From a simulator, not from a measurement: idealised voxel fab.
The name of this process module is voxel gate over fins.
Pictured: cross-section cut, 230 nm wide, on a grid of 5 nm square cells.
Just so we're on the same page, the cross-sections are grids of square cells, and they're listed out in bands top to bottom, each band one or more rows deep. Read a band's entry like this: the first values are the height of its top and the height of its bottom in nm, and what follows is the sequence of materials from left to right, each with its width in nm. Note that "air" is empty space, and that a single material marked "edge to edge" reaches across the band from edge to edge. For the purposes of this specification, 0 denotes the height below which the wafer in its as-received condition is composed wholly of one material, and the lowermost band, lacking a lower limit, extends downward without end, as expressed in "0 and below". With a width like "30 to 40", each row of cells in the band differs from the next by the same amount, the top row carrying the first number and the bottom row the second. Basically "nothing altered" means that step didn't change any cell in the cross-section. Heads up: "Closed void roster" only lists the empty pockets with no open path to the top that are 8 cells or more, and it writes them as width x height at distance, distance from the left edge, in nm. Anything after a step's settings on that line? It's the simulator's own note about the step. If you see "overlay nm" on a step's line and that step has a mask, it's telling you how far right of where it was planned the mask ended up; a negative number means it went left instead. For the reader: what remains of this document is a series of pairs, each showing a cross-section before one process step and a cross-section after that step which reaches down only to the lowest band that changed, with the step between them and its settings set out under the pair. It should not be assumed that a pair continues from the pair above it; the pairs can come from different runs of this module on the same starting wafer, and such continuity exists only where the entry headed "Before processing" says so.
# Before processing
  0 and below | Si edge to edge
  Closed void roster: none
# Post-Step Cross-Section
  10 down to 0 | SiN edge to edge
  Unchanged below 0.
  Closed void roster: none
Step lying between the two cross-sections just above: CONFORMAL_DEP, material SiN, thk nm 10
Before processing: the state before this step is the cross-section shown after the step in the pair just above.
# Post-Step Cross-Section
  25 down to 10 | air 70 nm, then resist 15 nm, then air 20 nm, then resist 15 nm, then air 20 nm, then resist 15 nm, then air 75 nm
  Unchanged below 10.
  Closed void roster: none
Step lying between the two cross-sections just above: PATTERN, tone cover, mask id FINS, material resist, width nm 15, pitch nm 35, thk nm 15, overlay nm 0
Before processing: the state before this step is the cross-section shown after the step in the pair just above.
# Post-Step Cross-Section
  25 down to 10 | air 70 nm, then resist 15 nm, then air 20 nm, then resist 15 nm, then air 20 nm, then resist 15 nm, then air 75 nm
  10 down to 0 | air 70 nm, then SiN 15 nm, then air 20 nm, then SiN 15 nm, then air 20 nm, then SiN 15 nm, then air 75 nm
  Unchanged below 0.
  Closed void roster: none
Step lying between the two cross-sections just above: DIRECTIONAL_ETCH, etch materials SiN, depth nm 10
Before processing: the state before this step is the cross-section shown after the step in the pair just above.
# Post-Step Cross-Section
  25 down to 10 | air 70 nm, then resist 15 nm, then air 20 nm, then resist 15 nm, then air 20 nm, then resist 15 nm, then air 75 nm
  10 down to 0 | air 70 nm, then SiN 15 nm, then air 20 nm, then SiN 15 nm, then air 20 nm, then SiN 15 nm, then air 75 nm
  0 down to -30 | air 70 nm, then Si 15 nm, then air 20 nm, then Si 15 nm, then air 20 nm, then Si 15 nm, then air 75 nm
  Unchanged below -30.
  Closed void roster: none
Step lying between the two cross-sections just above: DIRECTIONAL_ETCH, etch materials Si, depth nm 30
Before processing: the state before this step is the cross-section shown after the step in the pair just above.
# Post-Step Cross-Section
  10 down to 0 | air 70 nm, then SiN 15 nm, then air 20 nm, then SiN 15 nm, then air 20 nm, then SiN 15 nm, then air 75 nm
  Unchanged below 0.
  Closed void roster: none
Step lying between the two cross-sections just above: STRIP, etch materials resist
Before processing: the state before this step is the cross-section shown after the step in the pair just above.
# Post-Step Cross-Section
  10 down to 0 | air 70 nm, then SiN 15 nm, then air 20 nm, then SiN 15 nm, then air 20 nm, then SiN 15 nm, then air 75 nm
  0 down to -30 | air 70 nm, then SiO2 5 nm, then Si 5 nm, then SiO2 5 nm, then air 20 nm, then SiO2 5 nm, then Si 5 nm, then SiO2 5 nm, then air 20 nm, then SiO2 5 nm, then Si 5 nm, then SiO2 5 nm, then air 75 nm
  -30 down to -35 | SiO2 75 nm, then Si 5 nm, then SiO2 30 nm, then Si 5 nm, then SiO2 30 nm, then Si 5 nm, then SiO2 80 nm
  Unchanged below -35.
  Closed void roster: none
Step lying between the two cross-sections just above: OXIDIZE, depth nm 5
Before processing: the state before this step is the cross-section shown after the step in the pair just above.
# Post-Step Cross-Section
  25 down to 10 | SiO2 edge to edge
  10 down to 0 | SiO2 70 nm, then SiN 15 nm, then SiO2 20 nm, then SiN 15 nm, then SiO2 20 nm, then SiN 15 nm, then SiO2 75 nm
  0 down to -35 | SiO2 75 nm, then Si 5 nm, then SiO2 30 nm, then Si 5 nm, then SiO2 30 nm, then Si 5 nm, then SiO2 80 nm
  Unchanged below -35.
  Closed void roster: none
Step lying between the two cross-sections just above: FILL_DEP, material SiO2, thk nm 15
Before processing: the state before this step is the cross-section shown after the step in the pair just above.
# Post-Step Cross-Section
  10 down to 0 | SiO2 70 nm, then SiN 15 nm, then SiO2 20 nm, then SiN 15 nm, then SiO2 20 nm, then SiN 15 nm, then SiO2 75 nm
  Unchanged below 0.
  Closed void roster: none
Step lying between the two cross-sections just above: CMP, height nm 10
Before processing: the state before this step is the cross-section shown after the step in the pair just above.
# Post-Step Cross-Section
  10 down to 0 | air 70 nm, then SiN 15 nm, then air 20 nm, then SiN 15 nm, then air 20 nm, then SiN 15 nm, then air 75 nm
  0 down to -10 | air 75 nm, then Si 5 nm, then air 30 nm, then Si 5 nm, then air 30 nm, then Si 5 nm, then air 80 nm
  Unchanged below -10.
  Closed void roster: none
Step lying between the two cross-sections just above: SELECTIVE_ETCH, etch materials SiO2, depth nm 20
Before processing: the state before this step is the cross-section shown after the step in the pair just above.
# Post-Step Cross-Section
  0 down to -10 | air 75 nm, then Si 5 nm, then air 30 nm, then Si 5 nm, then air 30 nm, then Si 5 nm, then air 80 nm
  Unchanged below -10.
  Closed void roster: none
Step lying between the two cross-sections just above: STRIP, etch materials SiN
Before processing: the state before this step is the cross-section shown after the step in the pair just above.
# Post-Step Cross-Section
  5 down to 0 | air 70 nm, then HfO2 15 nm, then air 20 nm, then HfO2 15 nm, then air 20 nm, then HfO2 15 nm, then air 75 nm
  0 down to -5 | air 70 nm, then HfO2 5 nm, then Si 5 nm, then HfO2 5 nm, then air 20 nm, then HfO2 5 nm, then Si 5 nm, then HfO2 5 nm, then air 20 nm, then HfO2 5 nm, then Si 5 nm, then HfO2 5 nm, then air 75 nm
  -5 down to -10 | HfO2 75 nm, then Si 5 nm, then HfO2 30 nm, then Si 5 nm, then HfO2 30 nm, then Si 5 nm, then HfO2 80 nm
  Unchanged below -10.
  Closed void roster: none
Step lying between the two cross-sections just above: CONFORMAL_DEP, material HfO2, thk nm 5
Before processing: the state before this step is the cross-section shown after the step in the pair just above.
# Post-Step Cross-Section
  10 down to 5 | air 65 nm, then TiN 25 nm, then air 10 nm, then TiN 25 nm, then air 10 nm, then TiN 25 nm, then air 70 nm
  5 down to 0 | air 65 nm, then TiN 5 nm, then HfO2 15 nm, then TiN 5 nm, then air 10 nm, then TiN 5 nm, then HfO2 15 nm, then TiN 5 nm, then air 10 nm, then TiN 5 nm, then HfO2 15 nm, then TiN 5 nm, then air 70 nm
  0 down to -5 | TiN 70 nm, then HfO2 5 nm, then Si 5 nm, then HfO2 5 nm, then TiN 20 nm, then HfO2 5 nm, then Si 5 nm, then HfO2 5 nm, then TiN 20 nm, then HfO2 5 nm, then Si 5 nm, then HfO2 5 nm, then TiN 75 nm
  Unchanged below -5.
  Closed void roster: none
Step lying between the two cross-sections just above: CONFORMAL_DEP, material TiN, thk nm 5
Before processing: the state before this step is the cross-section shown after the step in the pair just above.
# Post-Step Cross-Section
  15 down to 10 | air 60 nm, then TiAl 105 nm, then air 65 nm
  10 down to 5 | air 60 nm, then TiAl 5 nm, then TiN 25 nm, then TiAl 10 nm, then TiN 25 nm, then TiAl 10 nm, then TiN 25 nm, then TiAl 5 nm, then air 65 nm
  5 down to 0 | TiAl 65 nm, then TiN 5 nm, then HfO2 15 nm, then TiN 5 nm, then TiAl 10 nm, then TiN 5 nm, then HfO2 15 nm, then TiN 5 nm, then TiAl 10 nm, then TiN 5 nm, then HfO2 15 nm, then TiN 5 nm, then TiAl 70 nm
  Unchanged below 0.
  Closed void roster: none
Step lying between the two cross-sections just above: CONFORMAL_DEP, material TiAl, thk nm 5
Before processing: the state before this step is the cross-section shown after the step in the pair just above.
# Post-Step Cross-Section
  20 down to 15 | air 55 nm, then TiN 115 nm, then air 60 nm
  15 down to 10 | air 55 nm, then TiN 5 nm, then TiAl 105 nm, then TiN 5 nm, then air 60 nm
  10 down to 5 | TiN 60 nm, then TiAl 5 nm, then TiN 25 nm, then TiAl 10 nm, then TiN 25 nm, then TiAl 10 nm, then TiN 25 nm, then TiAl 5 nm, then TiN 65 nm
  Unchanged below 5.
  Closed void roster: none
Step lying between the two cross-sections just above: CONFORMAL_DEP, material TiN, thk nm 5
Before processing: the state before this step is the cross-section shown after the step in the pair just above.
# Post-Step Cross-Section
  30 down to 20 | W edge to edge
  20 down to 15 | W 55 nm, then TiN 115 nm, then W 60 nm
  15 down to 10 | W 55 nm, then TiN 5 nm, then TiAl 105 nm, then TiN 5 nm, then W 60 nm
  Unchanged below 10.
  Closed void roster: none
Step lying between the two cross-sections just above: FILL_DEP, material W, thk nm 10
Before processing: the state before this step is the cross-section shown after the step in the pair just above.
# Post-Step Cross-Section
  25 down to 20 | W edge to edge
  Unchanged below 20.
  Closed void roster: none
Step lying between the two cross-sections just above: CMP, height nm 25
Before processing: the state before this step is the cross-section shown after the step in the pair just above.
# Post-Step Cross-Section
  35 down to 25 | SiCN edge to edge
  Unchanged below 25.
  Closed void roster: none
Step lying between the two cross-sections just above: CONFORMAL_DEP, material SiCN, thk nm 10
# Before processing
  5 down to 0 | air 70 nm, then HfO2 15 nm, then air 20 nm, then HfO2 15 nm, then air 20 nm, then HfO2 15 nm, then air 75 nm
  0 down to -5 | air 70 nm, then HfO2 5 nm, then Si 5 nm, then HfO2 5 nm, then air 20 nm, then HfO2 5 nm, then Si 5 nm, then HfO2 5 nm, then air 20 nm, then HfO2 5 nm, then Si 5 nm, then HfO2 5 nm, then air 75 nm
  -5 down to -10 | HfO2 75 nm, then Si 5 nm, then HfO2 30 nm, then Si 5 nm, then HfO2 30 nm, then Si 5 nm, then HfO2 80 nm
  -10 down to -35 | SiO2 75 nm, then Si 5 nm, then SiO2 30 nm, then Si 5 nm, then SiO2 30 nm, then Si 5 nm, then SiO2 80 nm
  -35 and below | Si edge to edge
  Closed void roster: none
# Post-Step Cross-Section
  10 down to 5 | air 65 nm, then TiAl 25 nm, then air 10 nm, then TiAl 25 nm, then air 10 nm, then TiAl 25 nm, then air 70 nm
  5 down to 0 | air 65 nm, then TiAl 5 nm, then HfO2 15 nm, then TiAl 5 nm, then air 10 nm, then TiAl 5 nm, then HfO2 15 nm, then TiAl 5 nm, then air 10 nm, then TiAl 5 nm, then HfO2 15 nm, then TiAl 5 nm, then air 70 nm
  0 down to -5 | TiAl 70 nm, then HfO2 5 nm, then Si 5 nm, then HfO2 5 nm, then TiAl 20 nm, then HfO2 5 nm, then Si 5 nm, then HfO2 5 nm, then TiAl 20 nm, then HfO2 5 nm, then Si 5 nm, then HfO2 5 nm, then TiAl 75 nm
  Unchanged below -5.
  Closed void roster: none
Step lying between the two cross-sections just above: CONFORMAL_DEP, material TiAl, thk nm 5
Before processing: the state before this step is the cross-section shown after the step in the pair just above.
# Post-Step Cross-Section
  15 down to 10 | air 60 nm, then TiN 105 nm, then air 65 nm
  10 down to 5 | air 60 nm, then TiN 5 nm, then TiAl 25 nm, then TiN 10 nm, then TiAl 25 nm, then TiN 10 nm, then TiAl 25 nm, then TiN 5 nm, then air 65 nm
  5 down to 0 | TiN 65 nm, then TiAl 5 nm, then HfO2 15 nm, then TiAl 5 nm, then TiN 10 nm, then TiAl 5 nm, then HfO2 15 nm, then TiAl 5 nm, then TiN 10 nm, then TiAl 5 nm, then HfO2 15 nm, then TiAl 5 nm, then TiN 70 nm
  Unchanged below 0.
  Closed void roster: none
Step lying between the two cross-sections just above: CONFORMAL_DEP, material TiN, thk nm 5
Before processing: the state before this step is the cross-section shown after the step in the pair just above.
# Post-Step Cross-Section
  25 down to 15 | W edge to edge
  15 down to 10 | W 60 nm, then TiN 105 nm, then W 65 nm
  10 down to 5 | W 60 nm, then TiN 5 nm, then TiAl 25 nm, then TiN 10 nm, then TiAl 25 nm, then TiN 10 nm, then TiAl 25 nm, then TiN 5 nm, then W 65 nm
  Unchanged below 5.
  Closed void roster: none
Step lying between the two cross-sections just above: FILL_DEP, material W, thk nm 10
Before processing: the state before this step is the cross-section shown after the step in the pair just above.
# Post-Step Cross-Section
  35 down to 25 | SiCN edge to edge
  Unchanged below 25.
  Closed void roster: none
Step lying between the two cross-sections just above: CONFORMAL_DEP, material SiCN, thk nm 10
# Before processing
  10 down to 0 | air 70 nm, then SiN 15 nm, then air 20 nm, then SiN 15 nm, then air 20 nm, then SiN 15 nm, then air 75 nm
  0 down to -10 | air 75 nm, then Si 5 nm, then air 30 nm, then Si 5 nm, then air 30 nm, then Si 5 nm, then air 80 nm
  -10 down to -35 | SiO2 75 nm, then Si 5 nm, then SiO2 30 nm, then Si 5 nm, then SiO2 30 nm, then Si 5 nm, then SiO2 80 nm
  -35 and below | Si edge to edge
  Closed void roster: none
# Post-Step Cross-Section
  10 down to 0 | air 70 nm, then SiN 15 nm, then air 20 nm, then SiN 15 nm, then air 20 nm, then SiN 15 nm, then air 75 nm
  0 down to -30 | air 75 nm, then Si 5 nm, then air 30 nm, then Si 5 nm, then air 30 nm, then Si 5 nm, then air 80 nm
  Unchanged below -30.
  Closed void roster: none
Step lying between the two cross-sections just above: SELECTIVE_ETCH, etch materials SiO2, depth nm 20
Before processing: the state before this step is the cross-section shown after the step in the pair just above.
# Post-Step Cross-Section
  0 down to -30 | air 75 nm, then Si 5 nm, then air 30 nm, then Si 5 nm, then air 30 nm, then Si 5 nm, then air 80 nm
  Unchanged below -30.
  Closed void roster: none
Step lying between the two cross-sections just above: STRIP, etch materials SiN
Before processing: the state before this step is the cross-section shown after the step in the pair just above.
# Post-Step Cross-Section
  5 down to 0 | air 70 nm, then HfO2 15 nm, then air 20 nm, then HfO2 15 nm, then air 20 nm, then HfO2 15 nm, then air 75 nm
  0 down to -25 | air 70 nm, then HfO2 5 nm, then Si 5 nm, then HfO2 5 nm, then air 20 nm, then HfO2 5 nm, then Si 5 nm, then HfO2 5 nm, then air 20 nm, then HfO2 5 nm, then Si 5 nm, then HfO2 5 nm, then air 75 nm
  -25 down to -30 | HfO2 75 nm, then Si 5 nm, then HfO2 30 nm, then Si 5 nm, then HfO2 30 nm, then Si 5 nm, then HfO2 80 nm
  Unchanged below -30.
  Closed void roster: none
Step lying between the two cross-sections just above: CONFORMAL_DEP, material HfO2, thk nm 5
Before processing: the state before this step is the cross-section shown after the step in the pair just above.
# Post-Step Cross-Section
  10 down to 5 | air 65 nm, then TiN 25 nm, then air 10 nm, then TiN 25 nm, then air 10 nm, then TiN 25 nm, then air 70 nm
  5 down to 0 | air 65 nm, then TiN 5 nm, then HfO2 15 nm, then TiN 5 nm, then air 10 nm, then TiN 5 nm, then HfO2 15 nm, then TiN 5 nm, then air 10 nm, then TiN 5 nm, then HfO2 15 nm, then TiN 5 nm, then air 70 nm
  0 down to -20 | air 65 nm, then TiN 5 nm, then HfO2 5 nm, then Si 5 nm, then HfO2 5 nm, then TiN 5 nm, then air 10 nm, then TiN 5 nm, then HfO2 5 nm, then Si 5 nm, then HfO2 5 nm, then TiN 5 nm, then air 10 nm, then TiN 5 nm, then HfO2 5 nm, then Si 5 nm, then HfO2 5 nm, then TiN 5 nm, then air 70 nm
  -20 down to -25 | TiN 70 nm, then HfO2 5 nm, then Si 5 nm, then HfO2 5 nm, then TiN 20 nm, then HfO2 5 nm, then Si 5 nm, then HfO2 5 nm, then TiN 20 nm, then HfO2 5 nm, then Si 5 nm, then HfO2 5 nm, then TiN 75 nm
  Unchanged below -25.
  Closed void roster: none
Step lying between the two cross-sections just above: CONFORMAL_DEP, material TiN, thk nm 5
Before processing: the state before this step is the cross-section shown after the step in the pair just above.
# Post-Step Cross-Section
  15 down to 10 | air 60 nm, then TiAl 105 nm, then air 65 nm
  10 down to 5 | air 60 nm, then TiAl 5 nm, then TiN 25 nm, then TiAl 10 nm, then TiN 25 nm, then TiAl 10 nm, then TiN 25 nm, then TiAl 5 nm, then air 65 nm
  5 down to 0 | air 60 nm, then TiAl 5 nm, then TiN 5 nm, then HfO2 15 nm, then TiN 5 nm, then TiAl 10 nm, then TiN 5 nm, then HfO2 15 nm, then TiN 5 nm, then TiAl 10 nm, then TiN 5 nm, then HfO2 15 nm, then TiN 5 nm, then TiAl 5 nm, then air 65 nm
  0 down to -15 | air 60 nm, then TiAl 5 nm, then TiN 5 nm, then HfO2 5 nm, then Si 5 nm, then HfO2 5 nm, then TiN 5 nm, then TiAl 10 nm, then TiN 5 nm, then HfO2 5 nm, then Si 5 nm, then HfO2 5 nm, then TiN 5 nm, then TiAl 10 nm, then TiN 5 nm, then HfO2 5 nm, then Si 5 nm, then HfO2 5 nm, then TiN 5 nm, then TiAl 5 nm, then air 65 nm
  -15 down to -20 | TiAl 65 nm, then TiN 5 nm, then HfO2 5 nm, then Si 5 nm, then HfO2 5 nm, then TiN 5 nm, then TiAl 10 nm, then TiN 5 nm, then HfO2 5 nm, then Si 5 nm, then HfO2 5 nm, then TiN 5 nm, then TiAl 10 nm, then TiN 5 nm, then HfO2 5 nm, then Si 5 nm, then HfO2 5 nm, then TiN 5 nm, then TiAl 70 nm
  Unchanged below -20.
  Closed void roster: none
Step lying between the two cross-sections just above: CONFORMAL_DEP, material TiAl, thk nm 5
Before processing: the state before this step is the cross-section shown after the step in the pair just above.
# Post-Step Cross-Section
  20 down to 15 | air 55 nm, then TiN 115 nm, then air 60 nm
  15 down to 10 | air 55 nm, then TiN 5 nm, then TiAl 105 nm, then TiN 5 nm, then air 60 nm
  10 down to 5 | air 55 nm, then TiN 5 nm, then TiAl 5 nm, then TiN 25 nm, then TiAl 10 nm, then TiN 25 nm, then TiAl 10 nm, then TiN 25 nm, then TiAl 5 nm, then TiN 5 nm, then air 60 nm
  5 down to 0 | air 55 nm, then TiN 5 nm, then TiAl 5 nm, then TiN 5 nm, then HfO2 15 nm, then TiN 5 nm, then TiAl 10 nm, then TiN 5 nm, then HfO2 15 nm, then TiN 5 nm, then TiAl 10 nm, then TiN 5 nm, then HfO2 15 nm, then TiN 5 nm, then TiAl 5 nm, then TiN 5 nm, then air 60 nm
  0 down to -10 | air 55 nm, then TiN 5 nm, then TiAl 5 nm, then TiN 5 nm, then HfO2 5 nm, then Si 5 nm, then HfO2 5 nm, then TiN 5 nm, then TiAl 10 nm, then TiN 5 nm, then HfO2 5 nm, then Si 5 nm, then HfO2 5 nm, then TiN 5 nm, then TiAl 10 nm, then TiN 5 nm, then HfO2 5 nm, then Si 5 nm, then HfO2 5 nm, then TiN 5 nm, then TiAl 5 nm, then TiN 5 nm, then air 60 nm
  -10 down to -15 | TiN 60 nm, then TiAl 5 nm, then TiN 5 nm, then HfO2 5 nm, then Si 5 nm, then HfO2 5 nm, then TiN 5 nm, then TiAl 10 nm, then TiN 5 nm, then HfO2 5 nm, then Si 5 nm, then HfO2 5 nm, then TiN 5 nm, then TiAl 10 nm, then TiN 5 nm, then HfO2 5 nm, then Si 5 nm, then HfO2 5 nm, then TiN 5 nm, then TiAl 5 nm, then TiN 65 nm
  Unchanged below -15.
  Closed void roster: none
Step lying between the two cross-sections just above: CONFORMAL_DEP, material TiN, thk nm 5
Before processing: the state before this step is the cross-section shown after the step in the pair just above.
# Post-Step Cross-Section
  30 down to 20 | W edge to edge
  20 down to 15 | W 55 nm, then TiN 115 nm, then W 60 nm
  15 down to 10 | W 55 nm, then TiN 5 nm, then TiAl 105 nm, then TiN 5 nm, then W 60 nm
  10 down to 5 | W 55 nm, then TiN 5 nm, then TiAl 5 nm, then TiN 25 nm, then TiAl 10 nm, then TiN 25 nm, then TiAl 10 nm, then TiN 25 nm, then TiAl 5 nm, then TiN 5 nm, then W 60 nm
  5 down to 0 | W 55 nm, then TiN 5 nm, then TiAl 5 nm, then TiN 5 nm, then HfO2 15 nm, then TiN 5 nm, then TiAl 10 nm, then TiN 5 nm, then HfO2 15 nm, then TiN 5 nm, then TiAl 10 nm, then TiN 5 nm, then HfO2 15 nm, then TiN 5 nm, then TiAl 5 nm, then TiN 5 nm, then W 60 nm
  0 down to -10 | W 55 nm, then TiN 5 nm, then TiAl 5 nm, then TiN 5 nm, then HfO2 5 nm, then Si 5 nm, then HfO2 5 nm, then TiN 5 nm, then TiAl 10 nm, then TiN 5 nm, then HfO2 5 nm, then Si 5 nm, then HfO2 5 nm, then TiN 5 nm, then TiAl 10 nm, then TiN 5 nm, then HfO2 5 nm, then Si 5 nm, then HfO2 5 nm, then TiN 5 nm, then TiAl 5 nm, then TiN 5 nm, then W 60 nm
  Unchanged below -10.
  Closed void roster: none
Step lying between the two cross-sections just above: FILL_DEP, material W, thk nm 10
Before processing: the state before this step is the cross-section shown after the step in the pair just above.
# Post-Step Cross-Section
  25 down to 20 | W edge to edge
  Unchanged below 20.
  Closed void roster: none
Step lying between the two cross-sections just above: CMP, height nm 25
Before processing: the state before this step is the cross-section shown after the step in the pair just above.
# Post-Step Cross-Section
  35 down to 25 | SiCN edge to edge
  Unchanged below 25.
  Closed void roster: none
Step lying between the two cross-sections just above: CONFORMAL_DEP, material SiCN, thk nm 10
# Before processing
  15 down to 10 | air 60 nm, then TiN 105 nm, then air 65 nm
  10 down to 5 | air 60 nm, then TiN 5 nm, then TiAl 25 nm, then TiN 10 nm, then TiAl 25 nm, then TiN 10 nm, then TiAl 25 nm, then TiN 5 nm, then air 65 nm
  5 down to 0 | TiN 65 nm, then TiAl 5 nm, then HfO2 15 nm, then TiAl 5 nm, then TiN 10 nm, then TiAl 5 nm, then HfO2 15 nm, then TiAl 5 nm, then TiN 10 nm, then TiAl 5 nm, then HfO2 15 nm, then TiAl 5 nm, then TiN 70 nm
  0 down to -5 | TiAl 70 nm, then HfO2 5 nm, then Si 5 nm, then HfO2 5 nm, then TiAl 20 nm, then HfO2 5 nm, then Si 5 nm, then HfO2 5 nm, then TiAl 20 nm, then HfO2 5 nm, then Si 5 nm, then HfO2 5 nm, then TiAl 75 nm
  -5 down to -10 | HfO2 75 nm, then Si 5 nm, then HfO2 30 nm, then Si 5 nm, then HfO2 30 nm, then Si 5 nm, then HfO2 80 nm
  -10 down to -35 | SiO2 75 nm, then Si 5 nm, then SiO2 30 nm, then Si 5 nm, then SiO2 30 nm, then Si 5 nm, then SiO2 80 nm
  -35 and below | Si edge to edge
  Closed void roster: none
# Post-Step Cross-Section
  20 down to 10 | air 55 nm, then TiN 115 nm, then air 60 nm
  10 down to 5 | TiN 65 nm, then TiAl 25 nm, then TiN 10 nm, then TiAl 25 nm, then TiN 10 nm, then TiAl 25 nm, then TiN 70 nm
  Unchanged below 5.
  Closed void roster: none
Step lying between the two cross-sections just above: CONFORMAL_DEP, material TiN, thk nm 5
Before processing: the state before this step is the cross-section shown after the step in the pair just above.
# Post-Step Cross-Section
  30 down to 20 | W edge to edge
  20 down to 10 | W 55 nm, then TiN 115 nm, then W 60 nm
  Unchanged below 10.
  Closed void roster: none
Step lying between the two cross-sections just above: FILL_DEP, material W, thk nm 10
Before processing: the state before this step is the cross-section shown after the step in the pair just above.
# Post-Step Cross-Section
  25 down to 20 | W edge to edge
  Unchanged below 20.
  Closed void roster: none
Step lying between the two cross-sections just above: CMP, height nm 25
Before processing: the state before this step is the cross-section shown after the step in the pair just above.
# Post-Step Cross-Section
  35 down to 25 | SiCN edge to edge
  Unchanged below 25.
  Closed void roster: none
Step lying between the two cross-sections just above: CONFORMAL_DEP, material SiCN, thk nm 10
# Before processing
  25 down to 10 | air 70 nm, then resist 15 nm, then air 20 nm, then resist 15 nm, then air 20 nm, then resist 15 nm, then air 75 nm
  10 down to 0 | air 70 nm, then SiN 15 nm, then air 20 nm, then SiN 15 nm, then air 20 nm, then SiN 15 nm, then air 75 nm
  0 and below | Si edge to edge
  Closed void roster: none
# Post-Step Cross-Section
  25 down to 10 | air 70 nm, then resist 15 nm, then air 20 nm, then resist 15 nm, then air 20 nm, then resist 15 nm, then air 75 nm
  10 down to 0 | air 70 nm, then SiN 15 nm, then air 20 nm, then SiN 15 nm, then air 20 nm, then SiN 15 nm, then air 75 nm
  0 down to -25 | air 70 nm, then Si 15 nm, then air 20 nm, then Si 15 nm, then air 20 nm, then Si 15 nm, then air 75 nm
  Unchanged below -25.
  Closed void roster: none
Step lying between the two cross-sections just above: DIRECTIONAL_ETCH, etch materials Si, depth nm 25
Before processing: the state before this step is the cross-section shown after the step in the pair just above.
# Post-Step Cross-Section
  10 down to 0 | air 70 nm, then SiN 15 nm, then air 20 nm, then SiN 15 nm, then air 20 nm, then SiN 15 nm, then air 75 nm
  Unchanged below 0.
  Closed void roster: none
Step lying between the two cross-sections just above: STRIP, etch materials resist
Before processing: the state before this step is the cross-section shown after the step in the pair just above.
# Post-Step Cross-Section
  10 down to 0 | air 70 nm, then SiN 15 nm, then air 20 nm, then SiN 15 nm, then air 20 nm, then SiN 15 nm, then air 75 nm
  0 down to -25 | air 70 nm, then SiO2 5 nm, then Si 5 nm, then SiO2 5 nm, then air 20 nm, then SiO2 5 nm, then Si 5 nm, then SiO2 5 nm, then air 20 nm, then SiO2 5 nm, then Si 5 nm, then SiO2 5 nm, then air 75 nm
  -25 down to -30 | SiO2 75 nm, then Si 5 nm, then SiO2 30 nm, then Si 5 nm, then SiO2 30 nm, then Si 5 nm, then SiO2 80 nm
  Unchanged below -30.
  Closed void roster: none
Step lying between the two cross-sections just above: OXIDIZE, depth nm 5
Before processing: the state before this step is the cross-section shown after the step in the pair just above.
# Post-Step Cross-Section
  25 down to 10 | SiO2 edge to edge
  10 down to 0 | SiO2 70 nm, then SiN 15 nm, then SiO2 20 nm, then SiN 15 nm, then SiO2 20 nm, then SiN 15 nm, then SiO2 75 nm
  0 down to -30 | SiO2 75 nm, then Si 5 nm, then SiO2 30 nm, then Si 5 nm, then SiO2 30 nm, then Si 5 nm, then SiO2 80 nm
  Unchanged below -30.
  Closed void roster: none
Step lying between the two cross-sections just above: FILL_DEP, material SiO2, thk nm 15
Before processing: the state before this step is the cross-section shown after the step in the pair just above.
# Post-Step Cross-Section
  10 down to 0 | SiO2 70 nm, then SiN 15 nm, then SiO2 20 nm, then SiN 15 nm, then SiO2 20 nm, then SiN 15 nm, then SiO2 75 nm
  Unchanged below 0.
  Closed void roster: none
Step lying between the two cross-sections just above: CMP, height nm 10
Before processing: the state before this step is the cross-section shown after the step in the pair just above.
# Post-Step Cross-Section
  10 down to 0 | air 70 nm, then SiN 15 nm, then air 20 nm, then SiN 15 nm, then air 20 nm, then SiN 15 nm, then air 75 nm
  0 down to -10 | air 75 nm, then Si 5 nm, then air 30 nm, then Si 5 nm, then air 30 nm, then Si 5 nm, then air 80 nm
  Unchanged below -10.
  Closed void roster: none
Step lying between the two cross-sections just above: SELECTIVE_ETCH, etch materials SiO2, depth nm 20
Before processing: the state before this step is the cross-section shown after the step in the pair just above.
# Post-Step Cross-Section
  0 down to -10 | air 75 nm, then Si 5 nm, then air 30 nm, then Si 5 nm, then air 30 nm, then Si 5 nm, then air 80 nm
  Unchanged below -10.
  Closed void roster: none
Step lying between the two cross-sections just above: STRIP, etch materials SiN
Before processing: the state before this step is the cross-section shown after the step in the pair just above.
# Post-Step Cross-Section
  5 down to 0 | air 70 nm, then HfO2 15 nm, then air 20 nm, then HfO2 15 nm, then air 20 nm, then HfO2 15 nm, then air 75 nm
  0 down to -5 | air 70 nm, then HfO2 5 nm, then Si 5 nm, then HfO2 5 nm, then air 20 nm, then HfO2 5 nm, then Si 5 nm, then HfO2 5 nm, then air 20 nm, then HfO2 5 nm, then Si 5 nm, then HfO2 5 nm, then air 75 nm
  -5 down to -10 | HfO2 75 nm, then Si 5 nm, then HfO2 30 nm, then Si 5 nm, then HfO2 30 nm, then Si 5 nm, then HfO2 80 nm
  Unchanged below -10.
  Closed void roster: none
Step lying between the two cross-sections just above: CONFORMAL_DEP, material HfO2, thk nm 5
Before processing: the state before this step is the cross-section shown after the step in the pair just above.
# Post-Step Cross-Section
  10 down to 5 | air 65 nm, then TiN 25 nm, then air 10 nm, then TiN 25 nm, then air 10 nm, then TiN 25 nm, then air 70 nm
  5 down to 0 | air 65 nm, then TiN 5 nm, then HfO2 15 nm, then TiN 5 nm, then air 10 nm, then TiN 5 nm, then HfO2 15 nm, then TiN 5 nm, then air 10 nm, then TiN 5 nm, then HfO2 15 nm, then TiN 5 nm, then air 70 nm
  0 down to -5 | TiN 70 nm, then HfO2 5 nm, then Si 5 nm, then HfO2 5 nm, then TiN 20 nm, then HfO2 5 nm, then Si 5 nm, then HfO2 5 nm, then TiN 20 nm, then HfO2 5 nm, then Si 5 nm, then HfO2 5 nm, then TiN 75 nm
  Unchanged below -5.
  Closed void roster: none
Step lying between the two cross-sections just above: CONFORMAL_DEP, material TiN, thk nm 5
Before processing: the state before this step is the cross-section shown after the step in the pair just above.
# Post-Step Cross-Section
  15 down to 10 | air 60 nm, then TiAl 105 nm, then air 65 nm
  10 down to 5 | air 60 nm, then TiAl 5 nm, then TiN 25 nm, then TiAl 10 nm, then TiN 25 nm, then TiAl 10 nm, then TiN 25 nm, then TiAl 5 nm, then air 65 nm
  5 down to 0 | TiAl 65 nm, then TiN 5 nm, then HfO2 15 nm, then TiN 5 nm, then TiAl 10 nm, then TiN 5 nm, then HfO2 15 nm, then TiN 5 nm, then TiAl 10 nm, then TiN 5 nm, then HfO2 15 nm, then TiN 5 nm, then TiAl 70 nm
  Unchanged below 0.
  Closed void roster: none
Step lying between the two cross-sections just above: CONFORMAL_DEP, material TiAl, thk nm 5
